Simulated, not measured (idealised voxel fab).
voxel wiring stack: a process module
The cross-section on display is named cut; it measures 240 nm wide, and its cells are 5 nm squares.
Cross-section spec: square-cell grid; bands listed top down; each band is one or more rows. Band: top height; bottom height; in nm. Then, left to right: material with width in nm, for each material. "all across": a single material spanning edge to edge. "air": empty space. For the purposes of this specification, 0 denotes the height below which the wafer in its as-received condition is composed wholly of one material, and the lowermost band, lacking a lower limit, extends downward without end, as expressed in "z 0 and below". Width: "30->40" (first number = top row, second number = bottom row, same change from row to row of cells). The designation "no alterations made", where it is given for a processing step, indicates that no cell of the cross-section was altered in the course of that step. The list in "Enclosed void entries" covers empty spaces of 8 cells or more that cannot reach the top through any open way, and it gives each as width x height at distance; the distance is from the left edge, and width, height and distance are in nm. Text after the settings on a step's line: the simulator's own remark on that step. "overlay nm", when on a step's line for a step with a mask, measures how far to the right of its planned place the mask lay; a negative measure means to the left.
**Process steps - plan**
1,RECEIVE [material Si]
2,CONFORMAL_DEP [material SiO2] [thk nm 10]
3,DIRECTIONAL_DEP [material TiN] [thk nm 5]
4,DIRECTIONAL_DEP [material Ru] [thk nm 20]
5,MASKED_ETCH [tone cover] [mask id METAL_1] [width nm 20] [pitch nm 40] [etch materials Ru] [depth nm 20] [overlay nm 0]
6,MASKED_ETCH [tone cover] [mask id METAL_1] [width nm 20] [pitch nm 40] [etch materials TiN] [depth nm 5] [overlay nm 0]
7,FILL_DEP [material SiO2] [thk nm 5]
8,CMP [height nm 35]
9,CONFORMAL_DEP [material SiCN] [thk nm 5]
10,DIRECTIONAL_DEP [material lowk] [thk nm 10]
11,MASKED_ETCH [tone open] [mask id PLUG_1] [width nm 15] [pitch nm 80] [etch materials lowk] [depth nm 10] [overlay nm 0]
12,MASKED_ETCH [tone open] [mask id PLUG_1] [width nm 15] [pitch nm 80] [etch materials SiCN] [depth nm 5] [overlay nm 0]
13,CONFORMAL_DEP [material TiN] [thk nm 5]
14,FILL_DEP [material Ru] [thk nm 10]
15,CMP [height nm 50]
16,DIRECTIONAL_DEP [material TiN] [thk nm 5]
17,DIRECTIONAL_DEP [material Ru] [thk nm 20]
18,PATTERN [tone cover] [mask id METAL_2] [material resist] [width nm 20] [pitch nm 40] [thk nm 20] [overlay nm 0]
19,DIRECTIONAL_ETCH [etch materials Ru] [depth nm 20]
20,DIRECTIONAL_ETCH [etch materials TiN] [depth nm 5]
21,STRIP [etch materials resist]
22,CONFORMAL_DEP [material SiCN] [thk nm 5]
23,FILL_DEP [material lowk] [thk nm 5]
24,CMP [height nm 75]
25,CONFORMAL_DEP [material SiCN] [thk nm 5]
**This is the cross-section of the wafer as we received it, i.e. after step 1**
- z 0 and below  Si all across
- Enclosed void entries: none
**Cross-sectional image of the first of two wafers at the end of the module, the run having proceeded as planned**
- z 80 to 75  SiCN all across
- z 75 to 55  65 lowk; 5 SiCN; 20 Ru; 5 SiCN; 10 lowk; 5 SiCN; 20 Ru; 5 SiCN; 10 lowk; 5 SiCN; 20 Ru; 5 SiCN; 65 lowk
- z 55 to 50  70 SiCN; 20 TiN; 20 SiCN; 20 TiN; 20 SiCN; 20 TiN; 70 SiCN
- z 50 to 40  70 lowk; 5 TiN; 5 Ru; 5 TiN; 65 lowk; 5 TiN; 5 Ru; 5 TiN; 75 lowk
- z 40 to 35  70 SiCN; 15 TiN; 65 SiCN; 15 TiN; 75 SiCN
- z 35 to 15  70 SiO2; 20 Ru; 20 SiO2; 20 Ru; 20 SiO2; 20 Ru; 70 SiO2
- z 15 to 10  70 SiO2; 20 TiN; 20 SiO2; 20 TiN; 20 SiO2; 20 TiN; 70 SiO2
- z 10 to 0  SiO2 all across
- z 0 and below  Si all across
- Enclosed void entries: none
**Wafer two (of two), end-of-module cross-section: start = wafer one, plan = wafer one, one run mistake**
- z 70 to 65  SiCN all across
- z 65 to 55  65 lowk; 5 SiCN; 20 Ru; 5 SiCN; 10 lowk; 5 SiCN; 20 Ru; 5 SiCN; 10 lowk; 5 SiCN; 20 Ru; 5 SiCN; 65 lowk
- z 55 to 50  70 SiCN; 20 TiN; 20 SiCN; 20 TiN; 20 SiCN; 20 TiN; 70 SiCN
- z 50 to 40  70 lowk; 5 TiN; 5 Ru; 5 TiN; 65 lowk; 5 TiN; 5 Ru; 5 TiN; 75 lowk
- z 40 to 35  70 SiCN; 15 TiN; 65 SiCN; 15 TiN; 75 SiCN
- z 35 to 15  70 SiO2; 20 Ru; 20 SiO2; 20 Ru; 20 SiO2; 20 Ru; 70 SiO2
- z 15 to 10  70 SiO2; 20 TiN; 20 SiO2; 20 TiN; 20 SiO2; 20 TiN; 70 SiO2
- z 10 to 0  SiO2 all across
- z 0 and below  Si all across
- Enclosed void entries: none
Here's what went sideways: step 24 was processed under conditions differing from the plan, specifically as CMP [height nm 65]
End of process, cell counts, second wafer against first, materials with more or fewer: -24 Ru; -12 SiCN; -60 lowk
